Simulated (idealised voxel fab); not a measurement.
Process module under the name voxel lift off
It is cross-section cut that appears here, measuring 270 nm in width, its square cells being 5 nm in size.
Cross-section spec: square-cell grid; bands listed top down; each band is one or more rows.
First you get the band's top height and its bottom height, in nm, and then the materials it's made of, left to right, with each width in nm. If you see a single material with "throughout", that one covers the band edge to edge. "empty" is empty space.
Height is counted from the level 0, under which the received wafer is composed throughout of one material. The lowest of the bands is not closed at the bottom but continues downward, in the notation "0 -> down".
Per-row width for "30..40": begins at first number (top row of band), ends at second number (bottom row), increment between rows held constant.
Where a step carries "remained the same", the cross-section came out of it unchanged, cell for cell.
The label "Encapsulated voids" introduces a list of the empty spaces, 8 cells or larger, that have no open way up to the top; each entry in it reads width x height at distance, where the distance is taken from the left edge and all three are stated in nm.
Heads up: the bit after the settings on a step's line is the simulator's remark on that step.
overlay nm: right-of-plan distance of the mask on a masked step; negative values mean left-of-plan.

Intended process steps
1,RECEIVE with material Si
2,CONFORMAL_DEP with material SiO2, thk nm 5
3,PATTERN with tone open, mask id LINES, material resist, width nm 25, pitch nm 50, thk nm 30, overlay nm 0
4,DIRECTIONAL_DEP with material Ru, thk nm 15
5,STRIP with etch materials resist
6,CONFORMAL_DEP with material SiO2, thk nm 10

Incoming wafer, cross-sectional view, post step 1
	0 -> down  Si throughout
	Encapsulated voids: none

Figure: cross-sectional view of the wafer upon completion of the module, processed from the initial state and according to the plan depicted above, with one error introduced during execution
	30 -> 20  empty=40, then SiO2=45, then empty=5, then SiO2=45, then empty=5, then SiO2=45, then empty=5, then SiO2=45, then empty=35
	20 -> 15  empty=40, then SiO2=10, then Ru=25, then SiO2=10, then empty=5, then SiO2=10, then Ru=25, then SiO2=10, then empty=5, then SiO2=10, then Ru=25, then SiO2=10, then empty=5, then SiO2=10, then Ru=25, then SiO2=10, then empty=35
	15 -> 5  SiO2=50, then Ru=25, then SiO2=25, then Ru=25, then SiO2=25, then Ru=25, then SiO2=25, then Ru=25, then SiO2=45
	5 -> 0  SiO2 throughout
	0 -> down  Si throughout
	Encapsulated voids: none
Deviation noted in wafer processing: step 3 was processed under conditions differing from the plan, specifically as PATTERN with tone open, mask id LINES, material resist, width nm 25, pitch nm 50, thk nm 30, overlay nm 5
